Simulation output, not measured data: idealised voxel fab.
process module | voxel self aligned vias
cross-section cut | 275 nm wide | cells 5 nm
A cross-section is a grid of square cells, given in bands from the top down. A band is one or more rows of cells.
Each band's line starts with the height of the band's top and of its bottom, in nm. Then come its materials from left to right, each with its width in nm. One material with "throughout" fills the band from edge to edge. "air" is empty space.
Height 0 is the level under which the wafer as received is all one material. The lowest band goes on downwards, as in "0 down".
A width such as "30 to 40" changes by the same amount from each row of cells to the next, from the band's top row to its bottom row.
"no change" after a step means that no cell of the cross-section changed.
closed voids: empty space of 8 cells or more with no open way to the top, each as width x height at its distance from the left edge, in nm
after a step's settings: what the simulator itself notes on the step
overlay nm, on a step with a mask: how far to the right of its planned place the mask lay; to the left if negative
plan
1 op RECEIVE | material Si
2 op CONFORMAL_DEP | material SiO2 | thk nm 15
3 op CONFORMAL_DEP | material SiCN | thk nm 5
4 op DIRECTIONAL_DEP | material lowk | thk nm 30
5 op DIRECTIONAL_DEP | material aC | thk nm 10
6 op PATTERN | tone open | mask id LINES | material resist | width nm 25 | pitch nm 75 | thk nm 30 | overlay nm 0
7 op DIRECTIONAL_ETCH | etch materials aC | depth nm 10
8 op STRIP | etch materials resist
9 op DIRECTIONAL_ETCH | etch materials lowk | depth nm 30
10 op STRIP | etch materials aC
11 op CONFORMAL_DEP | material TiN | thk nm 5
12 op FILL_DEP | material Ru | thk nm 10
13 op CMP | height nm 50
14 op SELECTIVE_ETCH | etch materials W Ru TiN | depth nm 10
15 op FILL_DEP | material SiN | thk nm 5
16 op CMP | height nm 50
17 op DIRECTIONAL_DEP | material lowk | thk nm 20
18 op MASKED_ETCH | tone open | mask id VIAS | width nm 45 | pitch nm 75 | etch materials lowk | depth nm 20 | overlay nm 0
19 op MASKED_ETCH | tone open | mask id VIAS | width nm 45 | pitch nm 75 | etch materials SiN | depth nm 10 | overlay nm 0
20 op CONFORMAL_DEP | material TiN | thk nm 5
21 op FILL_DEP | material W | thk nm 5
22 op CMP | height nm 70
23 op CONFORMAL_DEP | material SiCN | thk nm 5
first wafer, as planned
as received, after step 1
  0 down: Si throughout
  closed voids: none
after step 2
  15 to 0: SiO2 throughout
  below 0: unchanged
after step 3
  20 to 15: SiCN throughout
  below 15: unchanged
after step 4
  50 to 20: lowk throughout
  below 20: unchanged
after step 5
  60 to 50: aC throughout
  below 50: unchanged
after step 6
  90 to 60: resist 50 | air 25 | resist 50 | air 25 | resist 50 | air 25 | resist 50
  below 60: unchanged
after step 7
  80 to 60: resist 50 | air 25 | resist 50 | air 25 | resist 50 | air 25 | resist 50
  60 to 50: aC 50 | air 25 | aC 50 | air 25 | aC 50 | air 25 | aC 50
  below 50: unchanged
after step 8
  60 to 50: aC 50 | air 25 | aC 50 | air 25 | aC 50 | air 25 | aC 50
  below 50: unchanged
after step 9
  60 to 50: aC 50 | air 25 | aC 50 | air 25 | aC 50 | air 25 | aC 50
  50 to 20: lowk 50 | air 25 | lowk 50 | air 25 | lowk 50 | air 25 | lowk 50
  below 20: unchanged
after step 10
  50 to 20: lowk 50 | air 25 | lowk 50 | air 25 | lowk 50 | air 25 | lowk 50
  below 20: unchanged
after step 11
  55 to 50: TiN 55 | air 15 | TiN 60 | air 15 | TiN 60 | air 15 | TiN 55
  50 to 25: lowk 50 | TiN 5 | air 15 | TiN 5 | lowk 50 | TiN 5 | air 15 | TiN 5 | lowk 50 | TiN 5 | air 15 | TiN 5 | lowk 50
  25 to 20: lowk 50 | TiN 25 | lowk 50 | TiN 25 | lowk 50 | TiN 25 | lowk 50
  below 20: unchanged
after step 12
  65 to 55: Ru throughout
  55 to 50: TiN 55 | Ru 15 | TiN 60 | Ru 15 | TiN 60 | Ru 15 | TiN 55
  50 to 25: lowk 50 | TiN 5 | Ru 15 | TiN 5 | lowk 50 | TiN 5 | Ru 15 | TiN 5 | lowk 50 | TiN 5 | Ru 15 | TiN 5 | lowk 50
  below 25: unchanged
after step 13
  50 to 25: lowk 50 | TiN 5 | Ru 15 | TiN 5 | lowk 50 | TiN 5 | Ru 15 | TiN 5 | lowk 50 | TiN 5 | Ru 15 | TiN 5 | lowk 50
  below 25: unchanged
after step 14
  50 to 40: lowk 50 | air 25 | lowk 50 | air 25 | lowk 50 | air 25 | lowk 50
  below 40: unchanged
after step 15
  55 to 50: SiN throughout
  50 to 40: lowk 50 | SiN 25 | lowk 50 | SiN 25 | lowk 50 | SiN 25 | lowk 50
  below 40: unchanged
after step 16
  50 to 40: lowk 50 | SiN 25 | lowk 50 | SiN 25 | lowk 50 | SiN 25 | lowk 50
  below 40: unchanged
after step 17
  70 to 50: lowk throughout
  below 50: unchanged
after step 18
  70 to 50: lowk 40 | air 45 | lowk 30 | air 45 | lowk 30 | air 45 | lowk 40
  below 50: unchanged
after step 19
  70 to 50: lowk 40 | air 45 | lowk 30 | air 45 | lowk 30 | air 45 | lowk 40
  50 to 40: lowk 50 | air 25 | lowk 50 | air 25 | lowk 50 | air 25 | lowk 50
  below 40: unchanged
after step 20
  75 to 70: TiN 45 | air 35 | TiN 40 | air 35 | TiN 40 | air 35 | TiN 45
  70 to 55: lowk 40 | TiN 5 | air 35 | TiN 5 | lowk 30 | TiN 5 | air 35 | TiN 5 | lowk 30 | TiN 5 | air 35 | TiN 5 | lowk 40
  55 to 45: lowk 40 to 50 | TiN 15 to 5 | air 15 | TiN 15 to 5 | lowk 30 to 50 | TiN 15 to 5 | air 15 | TiN 15 to 5 | lowk 30 to 50 | TiN 15 to 5 | air 15 | TiN 15 to 5 | lowk 40 to 50
  45 to 40: lowk 50 | TiN 25 | lowk 50 | TiN 25 | lowk 50 | TiN 25 | lowk 50
  below 40: unchanged
after step 21
  80 to 75: W throughout
  75 to 70: TiN 45 | W 35 | TiN 40 | W 35 | TiN 40 | W 35 | TiN 45
  70 to 55: lowk 40 | TiN 5 | W 35 | TiN 5 | lowk 30 | TiN 5 | W 35 | TiN 5 | lowk 30 | TiN 5 | W 35 | TiN 5 | lowk 40
  55 to 45: lowk 40 to 50 | TiN 15 to 5 | W 15 | TiN 15 to 5 | lowk 30 to 50 | TiN 15 to 5 | W 15 | TiN 15 to 5 | lowk 30 to 50 | TiN 15 to 5 | W 15 | TiN 15 to 5 | lowk 40 to 50
  below 45: unchanged
after step 22
  70 to 55: lowk 40 | TiN 5 | W 35 | TiN 5 | lowk 30 | TiN 5 | W 35 | TiN 5 | lowk 30 | TiN 5 | W 35 | TiN 5 | lowk 40
  below 55: unchanged
after step 23
  75 to 70: SiCN throughout
  below 70: unchanged
second wafer: like start, like plan, one mistake. Through step 2 it matches the first wafer
when step 3 should have ended: no change
when step 4 should have ended
  45 to 15: lowk throughout
  below 15: unchanged
when step 5 should have ended
  55 to 45: aC throughout
  below 45: unchanged
when step 6 should have ended
  85 to 55: resist 50 | air 25 | resist 50 | air 25 | resist 50 | air 25 | resist 50
  below 55: unchanged
when step 7 should have ended
  75 to 55: resist 50 | air 25 | resist 50 | air 25 | resist 50 | air 25 | resist 50
  55 to 45: aC 50 | air 25 | aC 50 | air 25 | aC 50 | air 25 | aC 50
  below 45: unchanged
when step 8 should have ended
  55 to 45: aC 50 | air 25 | aC 50 | air 25 | aC 50 | air 25 | aC 50
  below 45: unchanged
when step 9 should have ended
  55 to 45: aC 50 | air 25 | aC 50 | air 25 | aC 50 | air 25 | aC 50
  45 to 15: lowk 50 | air 25 | lowk 50 | air 25 | lowk 50 | air 25 | lowk 50
  below 15: unchanged
when step 10 should have ended
  45 to 15: lowk 50 | air 25 | lowk 50 | air 25 | lowk 50 | air 25 | lowk 50
  below 15: unchanged
when step 11 should have ended
  50 to 45: TiN 55 | air 15 | TiN 60 | air 15 | TiN 60 | air 15 | TiN 55
  45 to 20: lowk 50 | TiN 5 | air 15 | TiN 5 | lowk 50 | TiN 5 | air 15 | TiN 5 | lowk 50 | TiN 5 | air 15 | TiN 5 | lowk 50
  20 to 15: lowk 50 | TiN 25 | lowk 50 | TiN 25 | lowk 50 | TiN 25 | lowk 50
  below 15: unchanged
when step 12 should have ended
  60 to 50: Ru throughout
  50 to 45: TiN 55 | Ru 15 | TiN 60 | Ru 15 | TiN 60 | Ru 15 | TiN 55
  45 to 20: lowk 50 | TiN 5 | Ru 15 | TiN 5 | lowk 50 | TiN 5 | Ru 15 | TiN 5 | lowk 50 | TiN 5 | Ru 15 | TiN 5 | lowk 50
  below 20: unchanged
when step 13 should have ended
  50 to 45: TiN 55 | Ru 15 | TiN 60 | Ru 15 | TiN 60 | Ru 15 | TiN 55
  below 45: unchanged
when step 14 should have ended
  45 to 40: lowk 50 | air 25 | lowk 50 | air 25 | lowk 50 | air 25 | lowk 50
  below 40: unchanged
when step 15 should have ended
  50 to 45: SiN throughout
  45 to 40: lowk 50 | SiN 25 | lowk 50 | SiN 25 | lowk 50 | SiN 25 | lowk 50
  below 40: unchanged
when step 16 should have ended: no change
when step 17 should have ended
  70 to 50: lowk throughout
  below 50: unchanged
when step 18 should have ended
  70 to 50: lowk 40 | air 45 | lowk 30 | air 45 | lowk 30 | air 45 | lowk 40
  below 50: unchanged
when step 19 should have ended
  70 to 50: lowk 40 | air 45 | lowk 30 | air 45 | lowk 30 | air 45 | lowk 40
  50 to 45: SiN 40 | air 45 | SiN 30 | air 45 | SiN 30 | air 45 | SiN 40
  45 to 40: lowk 50 | air 25 | lowk 50 | air 25 | lowk 50 | air 25 | lowk 50
  below 40: unchanged
when step 20 should have ended
  75 to 70: TiN 45 | air 35 | TiN 40 | air 35 | TiN 40 | air 35 | TiN 45
  70 to 50: lowk 40 | TiN 5 | air 35 | TiN 5 | lowk 30 | TiN 5 | air 35 | TiN 5 | lowk 30 | TiN 5 | air 35 | TiN 5 | lowk 40
  50 to 45: SiN 40 | TiN 15 | air 15 | TiN 15 | SiN 30 | TiN 15 | air 15 | TiN 15 | SiN 30 | TiN 15 | air 15 | TiN 15 | SiN 40
  45 to 40: lowk 50 | TiN 25 | lowk 50 | TiN 25 | lowk 50 | TiN 25 | lowk 50
  below 40: unchanged
when step 21 should have ended
  80 to 75: W throughout
  75 to 70: TiN 45 | W 35 | TiN 40 | W 35 | TiN 40 | W 35 | TiN 45
  70 to 50: lowk 40 | TiN 5 | W 35 | TiN 5 | lowk 30 | TiN 5 | W 35 | TiN 5 | lowk 30 | TiN 5 | W 35 | TiN 5 | lowk 40
  50 to 45: SiN 40 | TiN 15 | W 15 | TiN 15 | SiN 30 | TiN 15 | W 15 | TiN 15 | SiN 30 | TiN 15 | W 15 | TiN 15 | SiN 40
  below 45: unchanged
when step 22 should have ended
  70 to 50: lowk 40 | TiN 5 | W 35 | TiN 5 | lowk 30 | TiN 5 | W 35 | TiN 5 | lowk 30 | TiN 5 | W 35 | TiN 5 | lowk 40
  below 50: unchanged
when step 23 should have ended
  75 to 70: SiCN throughout
  below 70: unchanged
what went wrong: step 3 was left out
at the end the second wafer has, in cells: 9 more of Ru | 55 fewer of SiCN | 28 more of SiN | 6 more of TiN | 12 more of W
